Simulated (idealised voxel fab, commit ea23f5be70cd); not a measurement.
Process module under the name voxel self aligned vias
Cross-sectional view cut (width: 210 nm; square cell size: 5 nm).
How to read a cross-section here: the picture is a grid of square cells, written as bands going from the top down, and any band can span one or more rows of cells. Within each band entry, the heights of the top and of the bottom of the band appear first, in that order and in nm; the materials of the band then follow from left to right, each with its corresponding width in nm. The designation "full width" on a single material indicates that it fills the band from edge to edge; the designation "empty" indicates empty space. Beneath 0, the wafer as received is one material, and that level is where height counting begins. The lowest band goes on downward without a bottom; it is written like "0 nm and below". When a width is written as two numbers, as in "30..40", the first number is the width in the top row of cells of the band and the second is the width in its bottom row, and the width changes by the same amount from each row to the next. "stayed the same", as given for a step, is the statement that not any cell of the cross-section underwent a change during that step. Listed in "Sealed void inventory": every empty space of 8 or more cells without an open way to the top. Form: width x height at distance, the distance being from the left edge, all in nm. That trailing text on a step's line, after the settings, is the simulator's own remark on the step. overlay nm: step with mask; distance mask lay right of planned place; negative value = left of planned place.

### plan
| 1 | RECEIVE | material Si |
| 2 | CONFORMAL_DEP | material SiO2 | thk nm 15 |
| 3 | CONFORMAL_DEP | material SiCN | thk nm 5 |
| 4 | DIRECTIONAL_DEP | material lowk | thk nm 25 |
| 5 | PATTERN | tone open | mask id LINES | material resist | width nm 25 | pitch nm 50 | thk nm 20 | overlay nm 0 |
| 6 | DIRECTIONAL_ETCH | etch materials lowk | depth nm 25 |
| 7 | STRIP | etch materials resist |
| 8 | CONFORMAL_DEP | material TiN | thk nm 5 |
| 9 | FILL_DEP | material Ru | thk nm 5 |
| 10 | CMP | height nm 45 |
| 11 | SELECTIVE_ETCH | etch materials W Ru TiN | depth nm 5 |
| 12 | FILL_DEP | material SiN | thk nm 10 |
| 13 | CMP | height nm 45 |
| 14 | DIRECTIONAL_DEP | material lowk | thk nm 15 |
| 15 | PATTERN | tone open | mask id VIAS | material resist | width nm 35 | pitch nm 100 | thk nm 20 | overlay nm 0 |
| 16 | DIRECTIONAL_ETCH | etch materials lowk | depth nm 15 |
| 17 | DIRECTIONAL_ETCH | etch materials SiN | depth nm 5 |
| 18 | STRIP | etch materials resist |
| 19 | CONFORMAL_DEP | material TiN | thk nm 5 |
| 20 | FILL_DEP | material Ru | thk nm 5 |
| 21 | CMP | height nm 60 |
| 22 | CONFORMAL_DEP | material SiN | thk nm 5 |

### Cross-section of the incoming wafer, state after step 1
  0 nm and below | Si full width
  Sealed void inventory: none

### Look at the cross-section after the module: the wafer started out the way shown above and the plan was the one shown above, yet one mistake was made along the way
  65 nm to 60 nm | SiN full width
  60 nm to 50 nm | 35 nm lowk, then 5 nm TiN, then 25 nm Ru, then 5 nm TiN, then 65 nm lowk, then 5 nm TiN, then 25 nm Ru, then 5 nm TiN, then 40 nm lowk
  50 nm to 45 nm | 35 nm lowk, then 35 nm TiN, then 65 nm lowk, then 35 nm TiN, then 40 nm lowk
  45 nm to 40 nm | 35 nm SiN, then 5 nm TiN, then 25 nm lowk, then 5 nm TiN, then 20 nm SiN, then 25 nm lowk, then 20 nm SiN, then 5 nm TiN, then 25 nm lowk, then 5 nm TiN, then 40 nm SiN
  40 nm to 25 nm | 35 nm Ru, then 5 nm TiN, then 25 nm lowk, then 5 nm TiN, then 15 nm Ru, then 5 nm TiN, then 25 nm lowk, then 5 nm TiN, then 15 nm Ru, then 5 nm TiN, then 25 nm lowk, then 5 nm TiN, then 40 nm Ru
  25 nm to 20 nm | 40 nm TiN, then 25 nm lowk, then 25 nm TiN, then 25 nm lowk, then 25 nm TiN, then 25 nm lowk, then 45 nm TiN
  20 nm to 15 nm | SiCN full width
  15 nm to 0 nm | SiO2 full width
  0 nm and below | Si full width
  Sealed void inventory: none
Short version of what went wrong: not per plan at step 5, really ran PATTERN | tone cover | mask id LINES | material resist | width nm 25 | pitch nm 50 | thk nm 20 | overlay nm 0
